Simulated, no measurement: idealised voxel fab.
This section sets out a process module, namely voxel capacitor over wiring.
It is cross-section cut that appears here, measuring 150 nm in width, its square cells being 5 nm in size.
Heads up, the way a cross-section reads in here is a grid of square cells, handed over as bands from the top down, with every band being one or more rows of cells. Heads up on the band format: heights come first, top then bottom, in nm. After that it's the materials left to right, each with its width in nm. A single material flagged "all across" fills the whole band edge to edge, and "air" means there's empty space there. Height reference: 0 = level under which incoming wafer is all one material. Lowest band: no bottom, runs on downward, e.g. "0 and below". So if you see something like "30 to 40" for the width, read it as the top row of the band sitting at the first number and the bottom row at the second, with every row in between moving by the same amount as the last. Step note "no alteration" = no cross-section cell changed. "Entrapped voids" lists enclosed empty spaces (at least 8 cells, no open path upward to the top), each as width x height at distance from the left edge, in nm. The remark found on a step's line after its settings is issued by the simulator itself and pertains to that step. For masked steps, "overlay nm" on the step line gives how far right of plan the mask actually lay; a minus sign means it lay to the left.

-- List of planned process steps
1 RECEIVE: material Si
2 CONFORMAL_DEP: material SiO2, thk nm 15
3 DIRECTIONAL_DEP: material TiN, thk nm 5
4 DIRECTIONAL_DEP: material Ru, thk nm 15
5 MASKED_ETCH: tone cover, mask id METAL_1, width nm 20, pitch nm 75, etch materials Ru, depth nm 15, overlay nm 0
6 MASKED_ETCH: tone cover, mask id METAL_1, width nm 20, pitch nm 75, etch materials TiN, depth nm 5, overlay nm 0
7 FILL_DEP: material lowk, thk nm 5
8 CMP: height nm 35
9 CONFORMAL_DEP: material SiCN, thk nm 5
10 DIRECTIONAL_DEP: material SiO2, thk nm 10
11 DIRECTIONAL_DEP: material aC, thk nm 10
12 PATTERN: tone open, mask id PLUG_1, material resist, width nm 15, thk nm 30, overlay nm 0
13 DIRECTIONAL_ETCH: etch materials aC, depth nm 10
14 STRIP: etch materials resist
15 DIRECTIONAL_ETCH: etch materials SiO2, depth nm 10
16 DIRECTIONAL_ETCH: etch materials SiCN, depth nm 5
17 STRIP: etch materials aC
18 EPI: material Ru, thk nm 10
19 EPI: material Ru, thk nm 5
20 DIRECTIONAL_DEP: material TiN, thk nm 10
21 DIRECTIONAL_DEP: material Al2O3, thk nm 5
22 DIRECTIONAL_DEP: material TiN, thk nm 5
23 DIRECTIONAL_DEP: material aC, thk nm 10
24 PATTERN: tone cover, mask id UPPER_PLATE, material resist, width nm 60, thk nm 25, overlay nm 0
25 DIRECTIONAL_ETCH: etch materials aC, depth nm 10
26 STRIP: etch materials resist
27 DIRECTIONAL_ETCH: etch materials TiN, depth nm 5
28 DIRECTIONAL_ETCH: etch materials Al2O3, depth nm 5
29 STRIP: etch materials aC
30 DIRECTIONAL_DEP: material aC, thk nm 15
31 PATTERN: tone cover, mask id LOWER_PLATE, material resist, width nm 70, thk nm 30, overlay nm 0
32 DIRECTIONAL_ETCH: etch materials aC, depth nm 15
33 STRIP: etch materials resist
34 DIRECTIONAL_ETCH: etch materials TiN, depth nm 10
35 STRIP: etch materials aC
36 FILL_DEP: material SiO2, thk nm 20
37 CMP: height nm 85
38 MASKED_ETCH: tone open, mask id PLUG_2, width nm 15, etch materials SiO2, depth nm 15, overlay nm 0
39 CONFORMAL_DEP: material TiN, thk nm 5
40 FILL_DEP: material W, thk nm 10
41 CMP: height nm 85
42 CONFORMAL_DEP: material SiN, thk nm 5

-- Cross-section of the wafer at receipt, which is the condition after step 1
    0 and below  Si all across
    Entrapped voids: none

-- The following cross-section depicts the wafer upon conclusion of the module. Processing commenced from the starting condition illustrated above and adhered to the plan illustrated above, save for one mistake in execution
    90 down to 85  SiN all across
    85 down to 75  40 nm SiO2 / 5 nm TiN / 5 nm W / 5 nm TiN / 95 nm SiO2
    75 down to 65  40 to 30 nm SiO2 / 15 to 60 nm TiN / 95 to 60 nm SiO2
    65 down to 60  30 nm SiO2 / 60 nm Al2O3 / 60 nm SiO2
    60 down to 50  25 nm SiO2 / 70 nm TiN / 55 nm SiO2
    50 down to 40  25 nm SiO2 / 25 nm Ru / 100 nm SiO2
    40 down to 35  25 nm SiCN / 25 nm Ru / 100 nm SiCN
    35 down to 20  25 nm lowk / 20 nm Ru / 55 nm lowk / 20 nm Ru / 30 nm lowk
    20 down to 15  25 nm lowk / 20 nm TiN / 55 nm lowk / 20 nm TiN / 30 nm lowk
    15 down to 0  SiO2 all across
    0 and below  Si all across
    Entrapped voids: none
Finding, execution versus plan: step 12, actual vs plan mismatch, actual run PATTERN: tone open, mask id PLUG_1, material resist, width nm 25, thk nm 30, overlay nm 0
